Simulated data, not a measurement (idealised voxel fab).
Process module heading - voxel spacer lines
cross-section cut | 220 nm wide | cells 5 nm
Reading order for cross-sections: top band down to bottom band. Underlying form: a grid of square cells. Band size: one or more rows of cells. Quick guide to a band line: top height, bottom height (nm) up front; then every material left to right with its width in nm. Only one material and it's marked "edge to edge"? Then it fills the band edge to edge. And "air" just means empty space. Height datum 0, below which the as-received substrate wafer is one material. Lowest band open at the bottom, running downward: "0 nm and below". Top row gets the first number, bottom row gets the second, and each row in between changes by the same step: that is how a band width like "30->40" works. Any step labelled "identical to before" changed none of the cells in the cross-section. Closed empty spaces (no open way to the top) of 8 cells or more are what "Fully sealed voids" lists, each as width x height at distance from the left edge, nm for all three. Post-settings text on a step line: simulator's own remark regarding the step. What "overlay nm" on a step's line means: if the step has a mask, that mask lay this far to the right of its planned place, or, when the value is negative, to the left. Each pair of cross-sections that follows straddles one process step: the one shows the state before the step, the other the state after it, down to the lowest band that changed and no further. The step in question, and its settings, are given under the pair. Note that a pair is not necessarily a continuation of the pair above it, since pairs can come from different runs of this module on the same starting wafer; it is a continuation only where its entry headed "Incoming structure" says so.
## Incoming structure
0 nm and below  Si edge to edge
Fully sealed voids: none
## Cross-Section After Step
10 nm to 0 nm  Al2O3 edge to edge
All layers under 0 are left as they were.
Fully sealed voids: none
Step linking the sections shown: CONFORMAL_DEP: material Al2O3, thk nm 10
Incoming structure: This step starts from the configuration shown after the step in the pair immediately above.
## Cross-Section After Step
25 nm to 10 nm  TiN edge to edge
All layers under 10 are left as they were.
Fully sealed voids: none
Step linking the sections shown: DIRECTIONAL_DEP: material TiN, thk nm 15
Incoming structure: This step starts from the configuration shown after the step in the pair immediately above.
## Cross-Section After Step
55 nm to 25 nm  aC edge to edge
All layers under 25 are left as they were.
Fully sealed voids: none
Step linking the sections shown: DIRECTIONAL_DEP: material aC, thk nm 30
Incoming structure: This step starts from the configuration shown after the step in the pair immediately above.
## Cross-Section After Step
95 nm to 55 nm  15 nm air, 25 nm resist, 55 nm air, 25 nm resist, 55 nm air, 25 nm resist, 20 nm air
All layers under 55 are left as they were.
Fully sealed voids: none
Step linking the sections shown: PATTERN: tone cover, mask id MANDREL, material resist, width nm 25, pitch nm 80, thk nm 40, overlay nm 0
Incoming structure: This step starts from the configuration shown after the step in the pair immediately above.
## Cross-Section After Step
65 nm to 55 nm  15 nm air, 25 nm resist, 55 nm air, 25 nm resist, 55 nm air, 25 nm resist, 20 nm air
55 nm to 25 nm  15 nm air, 25 nm aC, 55 nm air, 25 nm aC, 55 nm air, 25 nm aC, 20 nm air
All layers under 25 are left as they were.
Fully sealed voids: none
Step linking the sections shown: DIRECTIONAL_ETCH: etch materials aC, depth nm 30
Incoming structure: This step starts from the configuration shown after the step in the pair immediately above.
## Cross-Section After Step
55 nm to 25 nm  15 nm air, 25 nm aC, 55 nm air, 25 nm aC, 55 nm air, 25 nm aC, 20 nm air
All layers under 25 are left as they were.
Fully sealed voids: none
Step linking the sections shown: STRIP: etch materials resist
Incoming structure: This step starts from the configuration shown after the step in the pair immediately above.
## Cross-Section After Step
70 nm to 55 nm  55 nm SiN, 25 nm air, 55 nm SiN, 25 nm air, 55 nm SiN, 5 nm air
55 nm to 40 nm  15 nm SiN, 25 nm aC, 15 nm SiN, 25 nm air, 15 nm SiN, 25 nm aC, 15 nm SiN, 25 nm air, 15 nm SiN, 25 nm aC, 15 nm SiN, 5 nm air
40 nm to 25 nm  15 nm SiN, 25 nm aC, 55 nm SiN, 25 nm aC, 55 nm SiN, 25 nm aC, 20 nm SiN
All layers under 25 are left as they were.
Fully sealed voids: none
Step linking the sections shown: CONFORMAL_DEP: material SiN, thk nm 15
Incoming structure: This step starts from the configuration shown after the step in the pair immediately above.
## Cross-Section After Step
55 nm to 25 nm  15 nm SiN, 25 nm aC, 15 nm SiN, 25 nm air, 15 nm SiN, 25 nm aC, 15 nm SiN, 25 nm air, 15 nm SiN, 25 nm aC, 15 nm SiN, 5 nm air
All layers under 25 are left as they were.
Fully sealed voids: none
Step linking the sections shown: DIRECTIONAL_ETCH: etch materials SiN, depth nm 15
Incoming structure: This step starts from the configuration shown after the step in the pair immediately above.
## Cross-Section After Step
55 nm to 25 nm  15 nm SiN, 25 nm air, 15 nm SiN, 25 nm air, 15 nm SiN, 25 nm air, 15 nm SiN, 25 nm air, 15 nm SiN, 25 nm air, 15 nm SiN, 5 nm air
All layers under 25 are left as they were.
Fully sealed voids: none
Step linking the sections shown: STRIP: etch materials aC
Incoming structure: This step starts from the configuration shown after the step in the pair immediately above.
## Cross-Section After Step
55 nm to 25 nm  15 nm SiN, 25 nm air, 15 nm SiN, 25 nm air, 15 nm SiN, 25 nm air, 15 nm SiN, 25 nm air, 15 nm SiN, 25 nm air, 15 nm SiN, 5 nm air
25 nm to 10 nm  15 nm TiN, 25 nm air, 15 nm TiN, 25 nm air, 15 nm TiN, 25 nm air, 15 nm TiN, 25 nm air, 15 nm TiN, 25 nm air, 15 nm TiN, 5 nm air
All layers under 10 are left as they were.
Fully sealed voids: none
Step linking the sections shown: DIRECTIONAL_ETCH: etch materials TiN, depth nm 15
Incoming structure: This step starts from the configuration shown after the step in the pair immediately above.
## Cross-Section After Step
25 nm to 10 nm  15 nm TiN, 25 nm air, 15 nm TiN, 25 nm air, 15 nm TiN, 25 nm air, 15 nm TiN, 25 nm air, 15 nm TiN, 25 nm air, 15 nm TiN, 5 nm air
All layers under 10 are left as they were.
Fully sealed voids: none
Step linking the sections shown: STRIP: etch materials SiN
Incoming structure: This step starts from the configuration shown after the step in the pair immediately above.
## Cross-Section After Step
35 nm to 25 nm  SiO2 edge to edge
25 nm to 10 nm  15 nm TiN, 25 nm SiO2, 15 nm TiN, 25 nm SiO2, 15 nm TiN, 25 nm SiO2, 15 nm TiN, 25 nm SiO2, 15 nm TiN, 25 nm SiO2, 15 nm TiN, 5 nm SiO2
All layers under 10 are left as they were.
Fully sealed voids: none
Step linking the sections shown: FILL_DEP: material SiO2, thk nm 10
Incoming structure: This step starts from the configuration shown after the step in the pair immediately above.
## Cross-Section After Step
25 nm to 10 nm  15 nm TiN, 25 nm SiO2, 15 nm TiN, 25 nm SiO2, 15 nm TiN, 25 nm SiO2, 15 nm TiN, 25 nm SiO2, 15 nm TiN, 25 nm SiO2, 15 nm TiN, 5 nm SiO2
All layers under 10 are left as they were.
Fully sealed voids: none
Step linking the sections shown: CMP: height nm 25
## Incoming structure
0 nm and below  Si edge to edge
Fully sealed voids: none
## Cross-Section After Step
15 nm to 0 nm  TiN edge to edge
All layers under 0 are left as they were.
Fully sealed voids: none
Step linking the sections shown: DIRECTIONAL_DEP: material TiN, thk nm 15
Incoming structure: This step starts from the configuration shown after the step in the pair immediately above.
## Cross-Section After Step
45 nm to 15 nm  aC edge to edge
All layers under 15 are left as they were.
Fully sealed voids: none
Step linking the sections shown: DIRECTIONAL_DEP: material aC, thk nm 30
Incoming structure: This step starts from the configuration shown after the step in the pair immediately above.
## Cross-Section After Step
85 nm to 45 nm  15 nm air, 25 nm resist, 55 nm air, 25 nm resist, 55 nm air, 25 nm resist, 20 nm air
All layers under 45 are left as they were.
Fully sealed voids: none
Step linking the sections shown: PATTERN: tone cover, mask id MANDREL, material resist, width nm 25, pitch nm 80, thk nm 40, overlay nm 0
Incoming structure: This step starts from the configuration shown after the step in the pair immediately above.
## Cross-Section After Step
55 nm to 45 nm  15 nm air, 25 nm resist, 55 nm air, 25 nm resist, 55 nm air, 25 nm resist, 20 nm air
45 nm to 15 nm  15 nm air, 25 nm aC, 55 nm air, 25 nm aC, 55 nm air, 25 nm aC, 20 nm air
All layers under 15 are left as they were.
Fully sealed voids: none
Step linking the sections shown: DIRECTIONAL_ETCH: etch materials aC, depth nm 30
Incoming structure: This step starts from the configuration shown after the step in the pair immediately above.
## Cross-Section After Step
45 nm to 15 nm  15 nm air, 25 nm aC, 55 nm air, 25 nm aC, 55 nm air, 25 nm aC, 20 nm air
All layers under 15 are left as they were.
Fully sealed voids: none
Step linking the sections shown: STRIP: etch materials resist
Incoming structure: This step starts from the configuration shown after the step in the pair immediately above.
## Cross-Section After Step
60 nm to 45 nm  55 nm SiN, 25 nm air, 55 nm SiN, 25 nm air, 55 nm SiN, 5 nm air
45 nm to 30 nm  15 nm SiN, 25 nm aC, 15 nm SiN, 25 nm air, 15 nm SiN, 25 nm aC, 15 nm SiN, 25 nm air, 15 nm SiN, 25 nm aC, 15 nm SiN, 5 nm air
30 nm to 15 nm  15 nm SiN, 25 nm aC, 55 nm SiN, 25 nm aC, 55 nm SiN, 25 nm aC, 20 nm SiN
All layers under 15 are left as they were.
Fully sealed voids: none
Step linking the sections shown: CONFORMAL_DEP: material SiN, thk nm 15
Incoming structure: This step starts from the configuration shown after the step in the pair immediately above.
## Cross-Section After Step
45 nm to 15 nm  15 nm SiN, 25 nm aC, 15 nm SiN, 25 nm air, 15 nm SiN, 25 nm aC, 15 nm SiN, 25 nm air, 15 nm SiN, 25 nm aC, 15 nm SiN, 5 nm air
All layers under 15 are left as they were.
Fully sealed voids: none
Step linking the sections shown: DIRECTIONAL_ETCH: etch materials SiN, depth nm 15
Incoming structure: This step starts from the configuration shown after the step in the pair immediately above.
## Cross-Section After Step
45 nm to 15 nm  15 nm SiN, 25 nm air, 15 nm SiN, 25 nm air, 15 nm SiN, 25 nm air, 15 nm SiN, 25 nm air, 15 nm SiN, 25 nm air, 15 nm SiN, 5 nm air
All layers under 15 are left as they were.
Fully sealed voids: none
Step linking the sections shown: STRIP: etch materials aC
Incoming structure: This step starts from the configuration shown after the step in the pair immediately above.
## Cross-Section After Step
45 nm to 15 nm  15 nm SiN, 25 nm air, 15 nm SiN, 25 nm air, 15 nm SiN, 25 nm air, 15 nm SiN, 25 nm air, 15 nm SiN, 25 nm air, 15 nm SiN, 5 nm air
15 nm to 0 nm  15 nm TiN, 25 nm air, 15 nm TiN, 25 nm air, 15 nm TiN, 25 nm air, 15 nm TiN, 25 nm air, 15 nm TiN, 25 nm air, 15 nm TiN, 5 nm air
All layers under 0 are left as they were.
Fully sealed voids: none
Step linking the sections shown: DIRECTIONAL_ETCH: etch materials TiN, depth nm 15
Incoming structure: This step starts from the configuration shown after the step in the pair immediately above.
## Cross-Section After Step
15 nm to 0 nm  15 nm TiN, 25 nm air, 15 nm TiN, 25 nm air, 15 nm TiN, 25 nm air, 15 nm TiN, 25 nm air, 15 nm TiN, 25 nm air, 15 nm TiN, 5 nm air
All layers under 0 are left as they were.
Fully sealed voids: none
Step linking the sections shown: STRIP: etch materials SiN
Incoming structure: This step starts from the configuration shown after the step in the pair immediately above.
## Cross-Section After Step
25 nm to 15 nm  SiO2 edge to edge
15 nm to 0 nm  15 nm TiN, 25 nm SiO2, 15 nm TiN, 25 nm SiO2, 15 nm TiN, 25 nm SiO2, 15 nm TiN, 25 nm SiO2, 15 nm TiN, 25 nm SiO2, 15 nm TiN, 5 nm SiO2
All layers under 0 are left as they were.
Fully sealed voids: none
Step linking the sections shown: FILL_DEP: material SiO2, thk nm 10
## Incoming structure
15 nm to 0 nm  TiN edge to edge
0 nm and below  Si edge to edge
Fully sealed voids: none
## Cross-Section After Step
25 nm to 15 nm  Al2O3 edge to edge
All layers under 15 are left as they were.
Fully sealed voids: none
Step linking the sections shown: CONFORMAL_DEP: material Al2O3, thk nm 10
Incoming structure: This step starts from the configuration shown after the step in the pair immediately above.
## Cross-Section After Step
55 nm to 25 nm  aC edge to edge
All layers under 25 are left as they were.
Fully sealed voids: none
Step linking the sections shown: DIRECTIONAL_DEP: material aC, thk nm 30
Incoming structure: This step starts from the configuration shown after the step in the pair immediately above.
## Cross-Section After Step
95 nm to 55 nm  15 nm air, 25 nm resist, 55 nm air, 25 nm resist, 55 nm air, 25 nm resist, 20 nm air
All layers under 55 are left as they were.
Fully sealed voids: none
Step linking the sections shown: PATTERN: tone cover, mask id MANDREL, material resist, width nm 25, pitch nm 80, thk nm 40, overlay nm 0
Incoming structure: This step starts from the configuration shown after the step in the pair immediately above.
## Cross-Section After Step
65 nm to 55 nm  15 nm air, 25 nm resist, 55 nm air, 25 nm resist, 55 nm air, 25 nm resist, 20 nm air
55 nm to 25 nm  15 nm air, 25 nm aC, 55 nm air, 25 nm aC, 55 nm air, 25 nm aC, 20 nm air
All layers under 25 are left as they were.
Fully sealed voids: none
Step linking the sections shown: DIRECTIONAL_ETCH: etch materials aC, depth nm 30
Incoming structure: This step starts from the configuration shown after the step in the pair immediately above.
## Cross-Section After Step
55 nm to 25 nm  15 nm air, 25 nm aC, 55 nm air, 25 nm aC, 55 nm air, 25 nm aC, 20 nm air
All layers under 25 are left as they were.
Fully sealed voids: none
Step linking the sections shown: STRIP: etch materials resist
Incoming structure: This step starts from the configuration shown after the step in the pair immediately above.
## Cross-Section After Step
70 nm to 55 nm  55 nm SiN, 25 nm air, 55 nm SiN, 25 nm air, 55 nm SiN, 5 nm air
55 nm to 40 nm  15 nm SiN, 25 nm aC, 15 nm SiN, 25 nm air, 15 nm SiN, 25 nm aC, 15 nm SiN, 25 nm air, 15 nm SiN, 25 nm aC, 15 nm SiN, 5 nm air
40 nm to 25 nm  15 nm SiN, 25 nm aC, 55 nm SiN, 25 nm aC, 55 nm SiN, 25 nm aC, 20 nm SiN
All layers under 25 are left as they were.
Fully sealed voids: none
Step linking the sections shown: CONFORMAL_DEP: material SiN, thk nm 15
Incoming structure: This step starts from the configuration shown after the step in the pair immediately above.
## Cross-Section After Step
55 nm to 25 nm  15 nm SiN, 25 nm aC, 15 nm SiN, 25 nm air, 15 nm SiN, 25 nm aC, 15 nm SiN, 25 nm air, 15 nm SiN, 25 nm aC, 15 nm SiN, 5 nm air
All layers under 25 are left as they were.
Fully sealed voids: none
Step linking the sections shown: DIRECTIONAL_ETCH: etch materials SiN, depth nm 15
Incoming structure: This step starts from the configuration shown after the step in the pair immediately above.
## Cross-Section After Step
55 nm to 25 nm  15 nm SiN, 25 nm air, 15 nm SiN, 25 nm air, 15 nm SiN, 25 nm air, 15 nm SiN, 25 nm air, 15 nm SiN, 25 nm air, 15 nm SiN, 5 nm air
All layers under 25 are left as they were.
Fully sealed voids: none
Step linking the sections shown: STRIP: etch materials aC
Incoming structure: This step starts from the configuration shown after the step in the pair immediately above.
## Cross-Section After Step
25 nm to 15 nm  Al2O3 edge to edge
All layers under 15 are left as they were.
Fully sealed voids: none
Step linking the sections shown: STRIP: etch materials SiN
Incoming structure: This step starts from the configuration shown after the step in the pair immediately above.
## Cross-Section After Step
35 nm to 25 nm  SiO2 edge to edge
All layers under 25 are left as they were.
Fully sealed voids: none
Step linking the sections shown: FILL_DEP: material SiO2, thk nm 10
Incoming structure: This step starts from the configuration shown after the step in the pair immediately above.
## Cross-Section After Step
25 nm to 15 nm  Al2O3 edge to edge
All layers under 15 are left as they were.
Fully sealed voids: none
Step linking the sections shown: CMP: height nm 25
## Incoming structure
10 nm to 0 nm  Al2O3 edge to edge
0 nm and below  Si edge to edge
Fully sealed voids: none
## Cross-Section After Step
20 nm to 10 nm  TiN edge to edge
All layers under 10 are left as they were.
Fully sealed voids: none
Step linking the sections shown: DIRECTIONAL_DEP: material TiN, thk nm 10
Incoming structure: This step starts from the configuration shown after the step in the pair immediately above.
## Cross-Section After Step
50 nm to 20 nm  aC edge to edge
All layers under 20 are left as they were.
Fully sealed voids: none
Step linking the sections shown: DIRECTIONAL_DEP: material aC, thk nm 30
Incoming structure: This step starts from the configuration shown after the step in the pair immediately above.
## Cross-Section After Step
90 nm to 50 nm  15 nm air, 25 nm resist, 55 nm air, 25 nm resist, 55 nm air, 25 nm resist, 20 nm air
All layers under 50 are left as they were.
Fully sealed voids: none
Step linking the sections shown: PATTERN: tone cover, mask id MANDREL, material resist, width nm 25, pitch nm 80, thk nm 40, overlay nm 0
Incoming structure: This step starts from the configuration shown after the step in the pair immediately above.
## Cross-Section After Step
60 nm to 50 nm  15 nm air, 25 nm resist, 55 nm air, 25 nm resist, 55 nm air, 25 nm resist, 20 nm air
50 nm to 20 nm  15 nm air, 25 nm aC, 55 nm air, 25 nm aC, 55 nm air, 25 nm aC, 20 nm air
All layers under 20 are left as they were.
Fully sealed voids: none
Step linking the sections shown: DIRECTIONAL_ETCH: etch materials aC, depth nm 30
Incoming structure: This step starts from the configuration shown after the step in the pair immediately above.
## Cross-Section After Step
50 nm to 20 nm  15 nm air, 25 nm aC, 55 nm air, 25 nm aC, 55 nm air, 25 nm aC, 20 nm air
All layers under 20 are left as they were.
Fully sealed voids: none
Step linking the sections shown: STRIP: etch materials resist
Incoming structure: This step starts from the configuration shown after the step in the pair immediately above.
## Cross-Section After Step
65 nm to 50 nm  55 nm SiN, 25 nm air, 55 nm SiN, 25 nm air, 55 nm SiN, 5 nm air
50 nm to 35 nm  15 nm SiN, 25 nm aC, 15 nm SiN, 25 nm air, 15 nm SiN, 25 nm aC, 15 nm SiN, 25 nm air, 15 nm SiN, 25 nm aC, 15 nm SiN, 5 nm air
35 nm to 20 nm  15 nm SiN, 25 nm aC, 55 nm SiN, 25 nm aC, 55 nm SiN, 25 nm aC, 20 nm SiN
All layers under 20 are left as they were.
Fully sealed voids: none
Step linking the sections shown: CONFORMAL_DEP: material SiN, thk nm 15
Incoming structure: This step starts from the configuration shown after the step in the pair immediately above.
## Cross-Section After Step
50 nm to 20 nm  15 nm SiN, 25 nm aC, 15 nm SiN, 25 nm air, 15 nm SiN, 25 nm aC, 15 nm SiN, 25 nm air, 15 nm SiN, 25 nm aC, 15 nm SiN, 5 nm air
All layers under 20 are left as they were.
Fully sealed voids: none
Step linking the sections shown: DIRECTIONAL_ETCH: etch materials SiN, depth nm 15
Incoming structure: This step starts from the configuration shown after the step in the pair immediately above.
## Cross-Section After Step
50 nm to 20 nm  15 nm SiN, 25 nm air, 15 nm SiN, 25 nm air, 15 nm SiN, 25 nm air, 15 nm SiN, 25 nm air, 15 nm SiN, 25 nm air, 15 nm SiN, 5 nm air
All layers under 20 are left as they were.
Fully sealed voids: none
Step linking the sections shown: STRIP: etch materials aC
Incoming structure: This step starts from the configuration shown after the step in the pair immediately above.
## Cross-Section After Step
50 nm to 20 nm  15 nm SiN, 25 nm air, 15 nm SiN, 25 nm air, 15 nm SiN, 25 nm air, 15 nm SiN, 25 nm air, 15 nm SiN, 25 nm air, 15 nm SiN, 5 nm air
20 nm to 10 nm  15 nm TiN, 25 nm air, 15 nm TiN, 25 nm air, 15 nm TiN, 25 nm air, 15 nm TiN, 25 nm air, 15 nm TiN, 25 nm air, 15 nm TiN, 5 nm air
All layers under 10 are left as they were.
Fully sealed voids: none
Step linking the sections shown: DIRECTIONAL_ETCH: etch materials TiN, depth nm 15
Incoming structure: This step starts from the configuration shown after the step in the pair immediately above.
## Cross-Section After Step
20 nm to 10 nm  15 nm TiN, 25 nm air, 15 nm TiN, 25 nm air, 15 nm TiN, 25 nm air, 15 nm TiN, 25 nm air, 15 nm TiN, 25 nm air, 15 nm TiN, 5 nm air
All layers under 10 are left as they were.
Fully sealed voids: none
Step linking the sections shown: STRIP: etch materials SiN
Incoming structure: This step starts from the configuration shown after the step in the pair immediately above.
## Cross-Section After Step
30 nm to 20 nm  SiO2 edge to edge
20 nm to 10 nm  15 nm TiN, 25 nm SiO2, 15 nm TiN, 25 nm SiO2, 15 nm TiN, 25 nm SiO2, 15 nm TiN, 25 nm SiO2, 15 nm TiN, 25 nm SiO2, 15 nm TiN, 5 nm SiO2
All layers under 10 are left as they were.
Fully sealed voids: none
Step linking the sections shown: FILL_DEP: material SiO2, thk nm 10
Incoming structure: This step starts from the configuration shown after the step in the pair immediately above.
## Cross-Section After Step
25 nm to 20 nm  SiO2 edge to edge
All layers under 20 are left as they were.
Fully sealed voids: none
Step linking the sections shown: CMP: height nm 25
## Incoming structure
55 nm to 25 nm  aC edge to edge
25 nm to 10 nm  TiN edge to edge
10 nm to 0 nm  Al2O3 edge to edge
0 nm and below  Si edge to edge
Fully sealed voids: none
## Cross-Section After Step
95 nm to 55 nm  20 nm air, 20 nm resist, 60 nm air, 20 nm resist, 60 nm air, 20 nm resist, 20 nm air
All layers under 55 are left as they were.
Fully sealed voids: none
Step linking the sections shown: PATTERN: tone cover, mask id MANDREL, material resist, width nm 20, pitch nm 80, thk nm 40, overlay nm 0
Incoming structure: This step starts from the configuration shown after the step in the pair immediately above.
## Cross-Section After Step
65 nm to 55 nm  20 nm air, 20 nm resist, 60 nm air, 20 nm resist, 60 nm air, 20 nm resist, 20 nm air
55 nm to 25 nm  20 nm air, 20 nm aC, 60 nm air, 20 nm aC, 60 nm air, 20 nm aC, 20 nm air
All layers under 25 are left as they were.
Fully sealed voids: none
Step linking the sections shown: DIRECTIONAL_ETCH: etch materials aC, depth nm 30
Incoming structure: This step starts from the configuration shown after the step in the pair immediately above.
## Cross-Section After Step
55 nm to 25 nm  20 nm air, 20 nm aC, 60 nm air, 20 nm aC, 60 nm air, 20 nm aC, 20 nm air
All layers under 25 are left as they were.
Fully sealed voids: none
Step linking the sections shown: STRIP: etch materials resist
Incoming structure: This step starts from the configuration shown after the step in the pair immediately above.
## Cross-Section After Step
70 nm to 55 nm  5 nm air, 50 nm SiN, 30 nm air, 50 nm SiN, 30 nm air, 50 nm SiN, 5 nm air
55 nm to 40 nm  5 nm air, 15 nm SiN, 20 nm aC, 15 nm SiN, 30 nm air, 15 nm SiN, 20 nm aC, 15 nm SiN, 30 nm air, 15 nm SiN, 20 nm aC, 15 nm SiN, 5 nm air
40 nm to 25 nm  20 nm SiN, 20 nm aC, 60 nm SiN, 20 nm aC, 60 nm SiN, 20 nm aC, 20 nm SiN
All layers under 25 are left as they were.
Fully sealed voids: none
Step linking the sections shown: CONFORMAL_DEP: material SiN, thk nm 15
Incoming structure: This step starts from the configuration shown after the step in the pair immediately above.
## Cross-Section After Step
55 nm to 25 nm  5 nm air, 15 nm SiN, 20 nm aC, 15 nm SiN, 30 nm air, 15 nm SiN, 20 nm aC, 15 nm SiN, 30 nm air, 15 nm SiN, 20 nm aC, 15 nm SiN, 5 nm air
All layers under 25 are left as they were.
Fully sealed voids: none
Step linking the sections shown: DIRECTIONAL_ETCH: etch materials SiN, depth nm 15
Incoming structure: This step starts from the configuration shown after the step in the pair immediately above.
## Cross-Section After Step
55 nm to 25 nm  5 nm air, 15 nm SiN, 20 nm air, 15 nm SiN, 30 nm air, 15 nm SiN, 20 nm air, 15 nm SiN, 30 nm air, 15 nm SiN, 20 nm air, 15 nm SiN, 5 nm air
All layers under 25 are left as they were.
Fully sealed voids: none
Step linking the sections shown: STRIP: etch materials aC
Incoming structure: This step starts from the configuration shown after the step in the pair immediately above.
## Cross-Section After Step
55 nm to 25 nm  5 nm air, 15 nm SiN, 20 nm air, 15 nm SiN, 30 nm air, 15 nm SiN, 20 nm air, 15 nm SiN, 30 nm air, 15 nm SiN, 20 nm air, 15 nm SiN, 5 nm air
25 nm to 10 nm  5 nm air, 15 nm TiN, 20 nm air, 15 nm TiN, 30 nm air, 15 nm TiN, 20 nm air, 15 nm TiN, 30 nm air, 15 nm TiN, 20 nm air, 15 nm TiN, 5 nm air
All layers under 10 are left as they were.
Fully sealed voids: none
Step linking the sections shown: DIRECTIONAL_ETCH: etch materials TiN, depth nm 15
Incoming structure: This step starts from the configuration shown after the step in the pair immediately above.
## Cross-Section After Step
25 nm to 10 nm  5 nm air, 15 nm TiN, 20 nm air, 15 nm TiN, 30 nm air, 15 nm TiN, 20 nm air, 15 nm TiN, 30 nm air, 15 nm TiN, 20 nm air, 15 nm TiN, 5 nm air
All layers under 10 are left as they were.
Fully sealed voids: none
Step linking the sections shown: STRIP: etch materials SiN
Incoming structure: This step starts from the configuration shown after the step in the pair immediately above.
## Cross-Section After Step
35 nm to 25 nm  SiO2 edge to edge
25 nm to 10 nm  5 nm SiO2, 15 nm TiN, 20 nm SiO2, 15 nm TiN, 30 nm SiO2, 15 nm TiN, 20 nm SiO2, 15 nm TiN, 30 nm SiO2, 15 nm TiN, 20 nm SiO2, 15 nm TiN, 5 nm SiO2
All layers under 10 are left as they were.
Fully sealed voids: none
Step linking the sections shown: FILL_DEP: material SiO2, thk nm 10
Incoming structure: This step starts from the configuration shown after the step in the pair immediately above.
## Cross-Section After Step
25 nm to 10 nm  5 nm SiO2, 15 nm TiN, 20 nm SiO2, 15 nm TiN, 30 nm SiO2, 15 nm TiN, 20 nm SiO2, 15 nm TiN, 30 nm SiO2, 15 nm TiN, 20 nm SiO2, 15 nm TiN, 5 nm SiO2
All layers under 10 are left as they were.
Fully sealed voids: none
Step linking the sections shown: CMP: height nm 25
## Incoming structure
55 nm to 25 nm  aC edge to edge
25 nm to 10 nm  TiN edge to edge
10 nm to 0 nm  Al2O3 edge to edge
0 nm and below  Si edge to edge
Fully sealed voids: none
## Cross-Section After Step
95 nm to 55 nm  20 nm air, 25 nm resist, 55 nm air, 25 nm resist, 55 nm air, 25 nm resist, 15 nm air
All layers under 55 are left as they were.
Fully sealed voids: none
Step linking the sections shown: PATTERN: tone cover, mask id MANDREL, material resist, width nm 25, pitch nm 80, thk nm 40, overlay nm 5
Incoming structure: This step starts from the configuration shown after the step in the pair immediately above.
## Cross-Section After Step
65 nm to 55 nm  20 nm air, 25 nm resist, 55 nm air, 25 nm resist, 55 nm air, 25 nm resist, 15 nm air
55 nm to 25 nm  20 nm air, 25 nm aC, 55 nm air, 25 nm aC, 55 nm air, 25 nm aC, 15 nm air
All layers under 25 are left as they were.
Fully sealed voids: none
Step linking the sections shown: DIRECTIONAL_ETCH: etch materials aC, depth nm 30
Incoming structure: This step starts from the configuration shown after the step in the pair immediately above.
## Cross-Section After Step
55 nm to 25 nm  20 nm air, 25 nm aC, 55 nm air, 25 nm aC, 55 nm air, 25 nm aC, 15 nm air
All layers under 25 are left as they were.
Fully sealed voids: none
Step linking the sections shown: STRIP: etch materials resist
Incoming structure: This step starts from the configuration shown after the step in the pair immediately above.
## Cross-Section After Step
70 nm to 55 nm  5 nm air, 55 nm SiN, 25 nm air, 55 nm SiN, 25 nm air, 55 nm SiN
55 nm to 40 nm  5 nm air, 15 nm SiN, 25 nm aC, 15 nm SiN, 25 nm air, 15 nm SiN, 25 nm aC, 15 nm SiN, 25 nm air, 15 nm SiN, 25 nm aC, 15 nm SiN
40 nm to 25 nm  20 nm SiN, 25 nm aC, 55 nm SiN, 25 nm aC, 55 nm SiN, 25 nm aC, 15 nm SiN
All layers under 25 are left as they were.
Fully sealed voids: none
Step linking the sections shown: CONFORMAL_DEP: material SiN, thk nm 15
Incoming structure: This step starts from the configuration shown after the step in the pair immediately above.
## Cross-Section After Step
55 nm to 25 nm  5 nm air, 15 nm SiN, 25 nm aC, 15 nm SiN, 25 nm air, 15 nm SiN, 25 nm aC, 15 nm SiN, 25 nm air, 15 nm SiN, 25 nm aC, 15 nm SiN
All layers under 25 are left as they were.
Fully sealed voids: none
Step linking the sections shown: DIRECTIONAL_ETCH: etch materials SiN, depth nm 15
Incoming structure: This step starts from the configuration shown after the step in the pair immediately above.
## Cross-Section After Step
55 nm to 25 nm  5 nm air, 15 nm SiN, 25 nm air, 15 nm SiN, 25 nm air, 15 nm SiN, 25 nm air, 15 nm SiN, 25 nm air, 15 nm SiN, 25 nm air, 15 nm SiN
All layers under 25 are left as they were.
Fully sealed voids: none
Step linking the sections shown: STRIP: etch materials aC
Incoming structure: This step starts from the configuration shown after the step in the pair immediately above.
## Cross-Section After Step
55 nm to 25 nm  5 nm air, 15 nm SiN, 25 nm air, 15 nm SiN, 25 nm air, 15 nm SiN, 25 nm air, 15 nm SiN, 25 nm air, 15 nm SiN, 25 nm air, 15 nm SiN
25 nm to 10 nm  5 nm air, 15 nm TiN, 25 nm air, 15 nm TiN, 25 nm air, 15 nm TiN, 25 nm air, 15 nm TiN, 25 nm air, 15 nm TiN, 25 nm air, 15 nm TiN
All layers under 10 are left as they were.
Fully sealed voids: none
Step linking the sections shown: DIRECTIONAL_ETCH: etch materials TiN, depth nm 15
Incoming structure: This step starts from the configuration shown after the step in the pair immediately above.
## Cross-Section After Step
25 nm to 10 nm  5 nm air, 15 nm TiN, 25 nm air, 15 nm TiN, 25 nm air, 15 nm TiN, 25 nm air, 15 nm TiN, 25 nm air, 15 nm TiN, 25 nm air, 15 nm TiN
All layers under 10 are left as they were.
Fully sealed voids: none
Step linking the sections shown: STRIP: etch materials SiN
Incoming structure: This step starts from the configuration shown after the step in the pair immediately above.
## Cross-Section After Step
35 nm to 25 nm  SiO2 edge to edge
25 nm to 10 nm  5 nm SiO2, 15 nm TiN, 25 nm SiO2, 15 nm TiN, 25 nm SiO2, 15 nm TiN, 25 nm SiO2, 15 nm TiN, 25 nm SiO2, 15 nm TiN, 25 nm SiO2, 15 nm TiN
All layers under 10 are left as they were.
Fully sealed voids: none
Step linking the sections shown: FILL_DEP: material SiO2, thk nm 10
Incoming structure: This step starts from the configuration shown after the step in the pair immediately above.
## Cross-Section After Step
25 nm to 10 nm  5 nm SiO2, 15 nm TiN, 25 nm SiO2, 15 nm TiN, 25 nm SiO2, 15 nm TiN, 25 nm SiO2, 15 nm TiN, 25 nm SiO2, 15 nm TiN, 25 nm SiO2, 15 nm TiN
All layers under 10 are left as they were.
Fully sealed voids: none
Step linking the sections shown: CMP: height nm 25
## Incoming structure
10 nm to 0 nm  Al2O3 edge to edge
0 nm and below  Si edge to edge
Fully sealed voids: none
## Cross-Section After Step
25 nm to 10 nm  SiO2 edge to edge
All layers under 10 are left as they were.
Fully sealed voids: none
Step linking the sections shown: DIRECTIONAL_DEP: material SiO2, thk nm 15
Incoming structure: This step starts from the configuration shown after the step in the pair immediately above.
## Cross-Section After Step
55 nm to 25 nm  aC edge to edge
All layers under 25 are left as they were.
Fully sealed voids: none
Step linking the sections shown: DIRECTIONAL_DEP: material aC, thk nm 30
Incoming structure: This step starts from the configuration shown after the step in the pair immediately above.
## Cross-Section After Step
95 nm to 55 nm  15 nm air, 25 nm resist, 55 nm air, 25 nm resist, 55 nm air, 25 nm resist, 20 nm air
All layers under 55 are left as they were.
Fully sealed voids: none
Step linking the sections shown: PATTERN: tone cover, mask id MANDREL, material resist, width nm 25, pitch nm 80, thk nm 40, overlay nm 0
